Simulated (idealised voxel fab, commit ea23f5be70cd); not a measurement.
process module | voxel fin reveal
cross-section cut | 170 nm wide | cells 5 nm
A cross-section is a grid of square cells, given in bands from the top down. A band is one or more rows of cells.
Each band's line starts with the height of the band's top and of its bottom, in nm. Then come its materials from left to right, each with its width in nm. One material with "throughout" fills the band from edge to edge. "air" is empty space.
Height 0 is the level under which the wafer as received is all one material. The lowest band goes on downwards, as in "0 down".
A width such as "30 to 40" changes by the same amount from each row of cells to the next, from the band's top row to its bottom row.
"no change" after a step means that no cell of the cross-section changed.
closed voids: empty space of 8 cells or more with no open way to the top, each as width x height at its distance from the left edge, in nm
after a step's settings: what the simulator itself notes on the step
overlay nm, on a step with a mask: how far to the right of its planned place the mask lay; to the left if negative
plan
1 op RECEIVE | material Si
2 op CONFORMAL_DEP | material SiN | thk nm 5
3 op MASKED_ETCH | tone cover | mask id FINS | width nm 15 | pitch nm 35 | etch materials SiN | depth nm 5 | overlay nm 0
4 op MASKED_ETCH | tone cover | mask id FINS | width nm 15 | pitch nm 35 | etch materials Si | depth nm 35 | overlay nm 0
5 op FILL_DEP | material SiO2 | thk nm 10
6 op CMP | height nm 5
7 op SELECTIVE_ETCH | etch materials SiO2 | depth nm 30
8 op STRIP | etch materials SiN
9 op CONFORMAL_DEP | material SiO2 | thk nm 5
first wafer, as planned
as received, after step 1
  0 down: Si throughout
  closed voids: none
after step 2
  5 to 0: SiN throughout
  below 0: unchanged
after step 3
  5 to 0: air 40 | SiN 15 | air 20 | SiN 15 | air 20 | SiN 15 | air 45
  below 0: unchanged
after step 4
  5 to 0: air 40 | SiN 15 | air 20 | SiN 15 | air 20 | SiN 15 | air 45
  0 to -35: air 40 | Si 15 | air 20 | Si 15 | air 20 | Si 15 | air 45
  below -35: unchanged
after step 5
  15 to 5: SiO2 throughout
  5 to 0: SiO2 40 | SiN 15 | SiO2 20 | SiN 15 | SiO2 20 | SiN 15 | SiO2 45
  0 to -35: SiO2 40 | Si 15 | SiO2 20 | Si 15 | SiO2 20 | Si 15 | SiO2 45
  below -35: unchanged
after step 6
  5 to 0: SiO2 40 | SiN 15 | SiO2 20 | SiN 15 | SiO2 20 | SiN 15 | SiO2 45
  below 0: unchanged
after step 7
  5 to 0: air 40 | SiN 15 | air 20 | SiN 15 | air 20 | SiN 15 | air 45
  0 to -25: air 40 | Si 15 | air 20 | Si 15 | air 20 | Si 15 | air 45
  below -25: unchanged
after step 8
  0 to -25: air 40 | Si 15 | air 20 | Si 15 | air 20 | Si 15 | air 45
  below -25: unchanged
after step 9
  5 to 0: air 35 | SiO2 25 | air 10 | SiO2 25 | air 10 | SiO2 25 | air 40
  0 to -20: air 35 | SiO2 5 | Si 15 | SiO2 5 | air 10 | SiO2 5 | Si 15 | SiO2 5 | air 10 | SiO2 5 | Si 15 | SiO2 5 | air 40
  -20 to -35: SiO2 40 | Si 15 | SiO2 20 | Si 15 | SiO2 20 | Si 15 | SiO2 45
  below -35: unchanged
second wafer: like start, like plan, one mistake. Through step 8 it matches the first wafer
when step 9 should have ended: no change
what went wrong: step 9 was left out
at the end the second wafer has, in cells: 64 fewer of SiO2
